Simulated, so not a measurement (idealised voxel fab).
process module | voxel double patterning
cross-section cut | 210 nm wide | cells 5 nm
A cross-section is a grid of square cells, given in bands from the top down. A band is one or more rows of cells.
Each band's line starts with the height of the band's top and of its bottom, in nm. Then come its materials from left to right, each with its width in nm. One material with "throughout" fills the band from edge to edge. "air" is empty space.
Height 0 is the level under which the wafer as received is all one material. The lowest band goes on downwards, as in "0 down".
A width such as "30 to 40" changes by the same amount from each row of cells to the next, from the band's top row to its bottom row.
"no change" after a step means that no cell of the cross-section changed.
closed voids: empty space of 8 cells or more with no open way to the top, each as width x height at its distance from the left edge, in nm
after a step's settings: what the simulator itself notes on the step
overlay nm, on a step with a mask: how far to the right of its planned place the mask lay; to the left if negative
Each pair below shows a cross-section before one step and the cross-section after it, down to the lowest band that changed. The line under each pair gives the step between them, with its settings. The pairs can come from different runs of this module on the same starting wafer, so a pair continues from the pair above only where its "before" says so.
before
  0 down: Si throughout
  closed voids: none
after
  10 to 0: SiO2 throughout
  below 0: unchanged
  closed voids: none
the step between: op CONFORMAL_DEP | material SiO2 | thk nm 10
before: the cross-section after the pair above
after
  20 to 10: polySi throughout
  below 10: unchanged
  closed voids: none
the step between: op DIRECTIONAL_DEP | material polySi | thk nm 10
before: the cross-section after the pair above
after
  25 to 20: SiCN throughout
  below 20: unchanged
  closed voids: none
the step between: op DIRECTIONAL_DEP | material SiCN | thk nm 5
before: the cross-section after the pair above
after
  35 to 25: aC throughout
  below 25: unchanged
  closed voids: none
the step between: op DIRECTIONAL_DEP | material aC | thk nm 10
before: the cross-section after the pair above
after
  65 to 35: resist 45 | air 15 | resist 35 | air 15 | resist 35 | air 15 | resist 50
  below 35: unchanged
  closed voids: none
the step between: op PATTERN | tone open | mask id FIRST | material resist | width nm 15 | pitch nm 50 | thk nm 30 | overlay nm 0
before: the cross-section after the pair above
after
  55 to 35: resist 45 | air 15 | resist 35 | air 15 | resist 35 | air 15 | resist 50
  35 to 25: aC 45 | air 15 | aC 35 | air 15 | aC 35 | air 15 | aC 50
  below 25: unchanged
  closed voids: none
the step between: op DIRECTIONAL_ETCH | etch materials aC | depth nm 10
before: the cross-section after the pair above
after
  35 to 25: aC 45 | air 15 | aC 35 | air 15 | aC 35 | air 15 | aC 50
  below 25: unchanged
  closed voids: none
the step between: op STRIP | etch materials resist
before: the cross-section after the pair above
after
  35 to 25: aC 45 | air 15 | aC 35 | air 15 | aC 35 | air 15 | aC 50
  25 to 20: SiCN 45 | air 15 | SiCN 35 | air 15 | SiCN 35 | air 15 | SiCN 50
  below 20: unchanged
  closed voids: none
the step between: op DIRECTIONAL_ETCH | etch materials SiCN | depth nm 5
before: the cross-section after the pair above
after
  25 to 20: SiCN 45 | air 15 | SiCN 35 | air 15 | SiCN 35 | air 15 | SiCN 50
  below 20: unchanged
  closed voids: none
the step between: op STRIP | etch materials aC
before: the cross-section after the pair above
after
  25 to 20: SiCN 45 | air 15 | SiCN 10 | air 15 | SiCN 10 | air 15 | SiCN 10 | air 15 | SiCN 10 | air 15 | SiCN 50
  below 20: unchanged
  closed voids: none
the step between: op MASKED_ETCH | tone open | mask id SECOND | width nm 15 | pitch nm 50 | etch materials SiCN | depth nm 5 | overlay nm 0
before: the cross-section after the pair above
after
  25 to 20: SiCN 45 | air 15 | SiCN 10 | air 15 | SiCN 10 | air 15 | SiCN 10 | air 15 | SiCN 10 | air 15 | SiCN 50
  20 to 10: polySi 45 | air 15 | polySi 10 | air 15 | polySi 10 | air 15 | polySi 10 | air 15 | polySi 10 | air 15 | polySi 50
  below 10: unchanged
  closed voids: none
the step between: op DIRECTIONAL_ETCH | etch materials polySi | depth nm 10
before: the cross-section after the pair above
after
  20 to 10: polySi 45 | air 15 | polySi 10 | air 15 | polySi 10 | air 15 | polySi 10 | air 15 | polySi 10 | air 15 | polySi 50
  below 10: unchanged
  closed voids: none
the step between: op STRIP | etch materials SiCN
before
  0 down: Si throughout
  closed voids: none
after
  10 to 0: polySi throughout
  below 0: unchanged
  closed voids: none
the step between: op DIRECTIONAL_DEP | material polySi | thk nm 10
before: the cross-section after the pair above
after
  15 to 10: SiCN throughout
  below 10: unchanged
  closed voids: none
the step between: op DIRECTIONAL_DEP | material SiCN | thk nm 5
before: the cross-section after the pair above
after
  25 to 15: aC throughout
  below 15: unchanged
  closed voids: none
the step between: op DIRECTIONAL_DEP | material aC | thk nm 10
before: the cross-section after the pair above
after
  55 to 25: resist 45 | air 15 | resist 35 | air 15 | resist 35 | air 15 | resist 50
  below 25: unchanged
  closed voids: none
the step between: op PATTERN | tone open | mask id FIRST | material resist | width nm 15 | pitch nm 50 | thk nm 30 | overlay nm 0
before: the cross-section after the pair above
after
  45 to 25: resist 45 | air 15 | resist 35 | air 15 | resist 35 | air 15 | resist 50
  25 to 15: aC 45 | air 15 | aC 35 | air 15 | aC 35 | air 15 | aC 50
  below 15: unchanged
  closed voids: none
the step between: op DIRECTIONAL_ETCH | etch materials aC | depth nm 10
before: the cross-section after the pair above
after
  25 to 15: aC 45 | air 15 | aC 35 | air 15 | aC 35 | air 15 | aC 50
  below 15: unchanged
  closed voids: none
the step between: op STRIP | etch materials resist
before: the cross-section after the pair above
after
  25 to 15: aC 45 | air 15 | aC 35 | air 15 | aC 35 | air 15 | aC 50
  15 to 10: SiCN 45 | air 15 | SiCN 35 | air 15 | SiCN 35 | air 15 | SiCN 50
  below 10: unchanged
  closed voids: none
the step between: op DIRECTIONAL_ETCH | etch materials SiCN | depth nm 5
before: the cross-section after the pair above
after
  15 to 10: SiCN 45 | air 15 | SiCN 35 | air 15 | SiCN 35 | air 15 | SiCN 50
  below 10: unchanged
  closed voids: none
the step between: op STRIP | etch materials aC
before: the cross-section after the pair above
after
  15 to 10: SiCN 45 | air 15 | SiCN 10 | air 15 | SiCN 10 | air 15 | SiCN 10 | air 15 | SiCN 10 | air 15 | SiCN 50
  below 10: unchanged
  closed voids: none
the step between: op MASKED_ETCH | tone open | mask id SECOND | width nm 15 | pitch nm 50 | etch materials SiCN | depth nm 5 | overlay nm 0
before: the cross-section after the pair above
after
  15 to 10: SiCN 45 | air 15 | SiCN 10 | air 15 | SiCN 10 | air 15 | SiCN 10 | air 15 | SiCN 10 | air 15 | SiCN 50
  10 to 0: polySi 45 | air 15 | polySi 10 | air 15 | polySi 10 | air 15 | polySi 10 | air 15 | polySi 10 | air 15 | polySi 50
  below 0: unchanged
  closed voids: none
the step between: op DIRECTIONAL_ETCH | etch materials polySi | depth nm 10
before: the cross-section after the pair above
after
  10 to 0: polySi 45 | air 15 | polySi 10 | air 15 | polySi 10 | air 15 | polySi 10 | air 15 | polySi 10 | air 15 | polySi 50
  below 0: unchanged
  closed voids: none
the step between: op STRIP | etch materials SiCN
before
  10 to 0: polySi throughout
  0 down: Si throughout
  closed voids: none
after
  20 to 10: SiO2 throughout
  below 10: unchanged
  closed voids: none
the step between: op CONFORMAL_DEP | material SiO2 | thk nm 10
before: the cross-section after the pair above
after
  25 to 20: SiCN throughout
  below 20: unchanged
  closed voids: none
the step between: op DIRECTIONAL_DEP | material SiCN | thk nm 5
before: the cross-section after the pair above
after
  35 to 25: aC throughout
  below 25: unchanged
  closed voids: none
the step between: op DIRECTIONAL_DEP | material aC | thk nm 10
before: the cross-section after the pair above
after
  65 to 35: resist 45 | air 15 | resist 35 | air 15 | resist 35 | air 15 | resist 50
  below 35: unchanged
  closed voids: none
the step between: op PATTERN | tone open | mask id FIRST | material resist | width nm 15 | pitch nm 50 | thk nm 30 | overlay nm 0
before: the cross-section after the pair above
after
  55 to 35: resist 45 | air 15 | resist 35 | air 15 | resist 35 | air 15 | resist 50
  35 to 25: aC 45 | air 15 | aC 35 | air 15 | aC 35 | air 15 | aC 50
  below 25: unchanged
  closed voids: none
the step between: op DIRECTIONAL_ETCH | etch materials aC | depth nm 10
before: the cross-section after the pair above
after
  35 to 25: aC 45 | air 15 | aC 35 | air 15 | aC 35 | air 15 | aC 50
  below 25: unchanged
  closed voids: none
the step between: op STRIP | etch materials resist
before: the cross-section after the pair above
after
  35 to 25: aC 45 | air 15 | aC 35 | air 15 | aC 35 | air 15 | aC 50
  25 to 20: SiCN 45 | air 15 | SiCN 35 | air 15 | SiCN 35 | air 15 | SiCN 50
  below 20: unchanged
  closed voids: none
the step between: op DIRECTIONAL_ETCH | etch materials SiCN | depth nm 5
before: the cross-section after the pair above
after
  25 to 20: SiCN 45 | air 15 | SiCN 35 | air 15 | SiCN 35 | air 15 | SiCN 50
  below 20: unchanged
  closed voids: none
the step between: op STRIP | etch materials aC
before: the cross-section after the pair above
after
  25 to 20: SiCN 45 | air 15 | SiCN 10 | air 15 | SiCN 10 | air 15 | SiCN 10 | air 15 | SiCN 10 | air 15 | SiCN 50
  below 20: unchanged
  closed voids: none
the step between: op MASKED_ETCH | tone open | mask id SECOND | width nm 15 | pitch nm 50 | etch materials SiCN | depth nm 5 | overlay nm 0
before: the cross-section after the pair above
after
  20 to 10: SiO2 throughout
  below 10: unchanged
  closed voids: none
the step between: op STRIP | etch materials SiCN
before
  10 to 0: SiO2 throughout
  0 down: Si throughout
  closed voids: none
after
  25 to 10: polySi throughout
  below 10: unchanged
  closed voids: none
the step between: op DIRECTIONAL_DEP | material polySi | thk nm 15
before: the cross-section after the pair above
after
  30 to 25: SiCN throughout
  below 25: unchanged
  closed voids: none
the step between: op DIRECTIONAL_DEP | material SiCN | thk nm 5
before: the cross-section after the pair above
after
  40 to 30: aC throughout
  below 30: unchanged
  closed voids: none
the step between: op DIRECTIONAL_DEP | material aC | thk nm 10
before: the cross-section after the pair above
after
  70 to 40: resist 45 | air 15 | resist 35 | air 15 | resist 35 | air 15 | resist 50
  below 40: unchanged
  closed voids: none
the step between: op PATTERN | tone open | mask id FIRST | material resist | width nm 15 | pitch nm 50 | thk nm 30 | overlay nm 0
before: the cross-section after the pair above
after
  60 to 40: resist 45 | air 15 | resist 35 | air 15 | resist 35 | air 15 | resist 50
  40 to 30: aC 45 | air 15 | aC 35 | air 15 | aC 35 | air 15 | aC 50
  below 30: unchanged
  closed voids: none
the step between: op DIRECTIONAL_ETCH | etch materials aC | depth nm 10
before: the cross-section after the pair above
after
  40 to 30: aC 45 | air 15 | aC 35 | air 15 | aC 35 | air 15 | aC 50
  below 30: unchanged
  closed voids: none
the step between: op STRIP | etch materials resist
before: the cross-section after the pair above
after
  40 to 30: aC 45 | air 15 | aC 35 | air 15 | aC 35 | air 15 | aC 50
  30 to 25: SiCN 45 | air 15 | SiCN 35 | air 15 | SiCN 35 | air 15 | SiCN 50
  below 25: unchanged
  closed voids: none
the step between: op DIRECTIONAL_ETCH | etch materials SiCN | depth nm 5
before: the cross-section after the pair above
after
  30 to 25: SiCN 45 | air 15 | SiCN 35 | air 15 | SiCN 35 | air 15 | SiCN 50
  below 25: unchanged
  closed voids: none
the step between: op STRIP | etch materials aC
before: the cross-section after the pair above
after
  30 to 25: SiCN 45 | air 15 | SiCN 10 | air 15 | SiCN 10 | air 15 | SiCN 10 | air 15 | SiCN 10 | air 15 | SiCN 50
  below 25: unchanged
  closed voids: none
the step between: op MASKED_ETCH | tone open | mask id SECOND | width nm 15 | pitch nm 50 | etch materials SiCN | depth nm 5 | overlay nm 0
before: the cross-section after the pair above
after
  30 to 25: SiCN 45 | air 15 | SiCN 10 | air 15 | SiCN 10 | air 15 | SiCN 10 | air 15 | SiCN 10 | air 15 | SiCN 50
  25 to 15: polySi 45 | air 15 | polySi 10 | air 15 | polySi 10 | air 15 | polySi 10 | air 15 | polySi 10 | air 15 | polySi 50
  below 15: unchanged
  closed voids: none
the step between: op DIRECTIONAL_ETCH | etch materials polySi | depth nm 10
before: the cross-section after the pair above
after
  25 to 15: polySi 45 | air 15 | polySi 10 | air 15 | polySi 10 | air 15 | polySi 10 | air 15 | polySi 10 | air 15 | polySi 50
  below 15: unchanged
  closed voids: none
the step between: op STRIP | etch materials SiCN
before
  35 to 25: aC throughout
  25 to 20: SiCN throughout
  20 to 10: polySi throughout
  10 to 0: SiO2 throughout
  0 down: Si throughout
  closed voids: none
after
  65 to 35: resist 40 | air 25 | resist 25 | air 25 | resist 25 | air 25 | resist 45
  below 35: unchanged
  closed voids: none
the step between: op PATTERN | tone open | mask id FIRST | material resist | width nm 25 | pitch nm 50 | thk nm 30 | overlay nm 0
before: the cross-section after the pair above
after
  55 to 35: resist 40 | air 25 | resist 25 | air 25 | resist 25 | air 25 | resist 45
  35 to 25: aC 40 | air 25 | aC 25 | air 25 | aC 25 | air 25 | aC 45
  below 25: unchanged
  closed voids: none
the step between: op DIRECTIONAL_ETCH | etch materials aC | depth nm 10
before: the cross-section after the pair above
after
  35 to 25: aC 40 | air 25 | aC 25 | air 25 | aC 25 | air 25 | aC 45
  below 25: unchanged
  closed voids: none
the step between: op STRIP | etch materials resist
before: the cross-section after the pair above
after
  35 to 25: aC 40 | air 25 | aC 25 | air 25 | aC 25 | air 25 | aC 45
  25 to 20: SiCN 40 | air 25 | SiCN 25 | air 25 | SiCN 25 | air 25 | SiCN 45
  below 20: unchanged
  closed voids: none
the step between: op DIRECTIONAL_ETCH | etch materials SiCN | depth nm 5
before: the cross-section after the pair above
after
  25 to 20: SiCN 40 | air 25 | SiCN 25 | air 25 | SiCN 25 | air 25 | SiCN 45
  below 20: unchanged
  closed voids: none
the step between: op STRIP | etch materials aC
before: the cross-section after the pair above
after
  25 to 20: SiCN 40 | air 25 | SiCN 5 | air 15 | SiCN 5 | air 25 | SiCN 5 | air 15 | SiCN 5 | air 25 | SiCN 45
  below 20: unchanged
  closed voids: none
the step between: op MASKED_ETCH | tone open | mask id SECOND | width nm 15 | pitch nm 50 | etch materials SiCN | depth nm 5 | overlay nm 0
before: the cross-section after the pair above
after
  25 to 20: SiCN 40 | air 25 | SiCN 5 | air 15 | SiCN 5 | air 25 | SiCN 5 | air 15 | SiCN 5 | air 25 | SiCN 45
  20 to 10: polySi 40 | air 25 | polySi 5 | air 15 | polySi 5 | air 25 | polySi 5 | air 15 | polySi 5 | air 25 | polySi 45
  below 10: unchanged
  closed voids: none
the step between: op DIRECTIONAL_ETCH | etch materials polySi | depth nm 10
before: the cross-section after the pair above
after
  20 to 10: polySi 40 | air 25 | polySi 5 | air 15 | polySi 5 | air 25 | polySi 5 | air 15 | polySi 5 | air 25 | polySi 45
  below 10: unchanged
  closed voids: none
the step between: op STRIP | etch materials SiCN
before
  35 to 25: aC throughout
  25 to 20: SiCN throughout
  20 to 10: polySi throughout
  10 to 0: SiO2 throughout
  0 down: Si throughout
  closed voids: none
after
  65 to 35: resist 50 | air 15 | resist 35 | air 15 | resist 35 | air 15 | resist 45
  below 35: unchanged
  closed voids: none
the step between: op PATTERN | tone open | mask id FIRST | material resist | width nm 15 | pitch nm 50 | thk nm 30 | overlay nm 5
before: the cross-section after the pair above
after
  55 to 35: resist 50 | air 15 | resist 35 | air 15 | resist 35 | air 15 | resist 45
  35 to 25: aC 50 | air 15 | aC 35 | air 15 | aC 35 | air 15 | aC 45
  below 25: unchanged
  closed voids: none
the step between: op DIRECTIONAL_ETCH | etch materials aC | depth nm 10
before: the cross-section after the pair above
after
  35 to 25: aC 50 | air 15 | aC 35 | air 15 | aC 35 | air 15 | aC 45
  below 25: unchanged
  closed voids: none
the step between: op STRIP | etch materials resist
before: the cross-section after the pair above
after
  35 to 25: aC 50 | air 15 | aC 35 | air 15 | aC 35 | air 15 | aC 45
  25 to 20: SiCN 50 | air 15 | SiCN 35 | air 15 | SiCN 35 | air 15 | SiCN 45
  below 20: unchanged
  closed voids: none
the step between: op DIRECTIONAL_ETCH | etch materials SiCN | depth nm 5
before: the cross-section after the pair above
after
  25 to 20: SiCN 50 | air 15 | SiCN 35 | air 15 | SiCN 35 | air 15 | SiCN 45
  below 20: unchanged
  closed voids: none
the step between: op STRIP | etch materials aC
before: the cross-section after the pair above
after
  25 to 20: SiCN 50 | air 15 | SiCN 5 | air 15 | SiCN 15 | air 15 | SiCN 5 | air 15 | SiCN 15 | air 15 | SiCN 45
  below 20: unchanged
  closed voids: none
the step between: op MASKED_ETCH | tone open | mask id SECOND | width nm 15 | pitch nm 50 | etch materials SiCN | depth nm 5 | overlay nm 0
before: the cross-section after the pair above
after
  25 to 20: SiCN 50 | air 15 | SiCN 5 | air 15 | SiCN 15 | air 15 | SiCN 5 | air 15 | SiCN 15 | air 15 | SiCN 45
  20 to 10: polySi 50 | air 15 | polySi 5 | air 15 | polySi 15 | air 15 | polySi 5 | air 15 | polySi 15 | air 15 | polySi 45
  below 10: unchanged
  closed voids: none
the step between: op DIRECTIONAL_ETCH | etch materials polySi | depth nm 10
before: the cross-section after the pair above
after
  20 to 10: polySi 50 | air 15 | polySi 5 | air 15 | polySi 15 | air 15 | polySi 5 | air 15 | polySi 15 | air 15 | polySi 45
  below 10: unchanged
  closed voids: none
the step between: op STRIP | etch materials SiCN
before
  20 to 10: polySi throughout
  10 to 0: SiO2 throughout
  0 down: Si throughout
  closed voids: none
after
  25 to 10: polySi throughout
  below 10: unchanged
  closed voids: none
the step between: op DIRECTIONAL_DEP | material polySi | thk nm 5
before: the cross-section after the pair above
after
  35 to 25: aC throughout
  below 25: unchanged
  closed voids: none
the step between: op DIRECTIONAL_DEP | material aC | thk nm 10
before: the cross-section after the pair above
after
  65 to 35: resist 45 | air 15 | resist 35 | air 15 | resist 35 | air 15 | resist 50
  below 35: unchanged
  closed voids: none
the step between: op PATTERN | tone open | mask id FIRST | material resist | width nm 15 | pitch nm 50 | thk nm 30 | overlay nm 0
before: the cross-section after the pair above
after
  55 to 35: resist 45 | air 15 | resist 35 | air 15 | resist 35 | air 15 | resist 50
  35 to 25: aC 45 | air 15 | aC 35 | air 15 | aC 35 | air 15 | aC 50
  below 25: unchanged
  closed voids: none
the step between: op DIRECTIONAL_ETCH | etch materials aC | depth nm 10
before: the cross-section after the pair above
after
  35 to 25: aC 45 | air 15 | aC 35 | air 15 | aC 35 | air 15 | aC 50
  below 25: unchanged
  closed voids: none
the step between: op STRIP | etch materials resist
before: the cross-section after the pair above
after
  25 to 10: polySi throughout
  below 10: unchanged
  closed voids: none
the step between: op STRIP | etch materials aC
before: the cross-section after the pair above
after
  15 to 10: polySi throughout
  below 10: unchanged
  closed voids: none
the step between: op DIRECTIONAL_ETCH | etch materials polySi | depth nm 10
before
  35 to 25: aC throughout
  25 to 20: SiCN throughout
  20 to 10: polySi throughout
  10 to 0: SiO2 throughout
  0 down: Si throughout
  closed voids: none
after
  65 to 35: air 45 | resist 15 | air 35 | resist 15 | air 35 | resist 15 | air 50
  below 35: unchanged
  closed voids: none
the step between: op PATTERN | tone cover | mask id FIRST | material resist | width nm 15 | pitch nm 50 | thk nm 30 | overlay nm 0
before: the cross-section after the pair above
after
  55 to 35: air 45 | resist 15 | air 35 | resist 15 | air 35 | resist 15 | air 50
  35 to 25: air 45 | aC 15 | air 35 | aC 15 | air 35 | aC 15 | air 50
  below 25: unchanged
  closed voids: none
the step between: op DIRECTIONAL_ETCH | etch materials aC | depth nm 10
before: the cross-section after the pair above
after
  35 to 25: air 45 | aC 15 | air 35 | aC 15 | air 35 | aC 15 | air 50
  below 25: unchanged
  closed voids: none
the step between: op STRIP | etch materials resist
before: the cross-section after the pair above
after
  35 to 25: air 45 | aC 15 | air 35 | aC 15 | air 35 | aC 15 | air 50
  25 to 20: air 45 | SiCN 15 | air 35 | SiCN 15 | air 35 | SiCN 15 | air 50
  below 20: unchanged
  closed voids: none
the step between: op DIRECTIONAL_ETCH | etch materials SiCN | depth nm 5
before: the cross-section after the pair above
after
  25 to 20: air 45 | SiCN 15 | air 35 | SiCN 15 | air 35 | SiCN 15 | air 50
  below 20: unchanged
  closed voids: none
the step between: op STRIP | etch materials aC
before: the cross-section after the pair above
after
  25 to 20: air 45 | SiCN 15 | air 35 | SiCN 15 | air 35 | SiCN 15 | air 50
  20 to 10: air 45 | polySi 15 | air 35 | polySi 15 | air 35 | polySi 15 | air 50
  below 10: unchanged
  closed voids: none
the step between: op DIRECTIONAL_ETCH | etch materials polySi | depth nm 10
before: the cross-section after the pair above
after
  20 to 10: air 45 | polySi 15 | air 35 | polySi 15 | air 35 | polySi 15 | air 50
  below 10: unchanged
  closed voids: none
the step between: op STRIP | etch materials SiCN
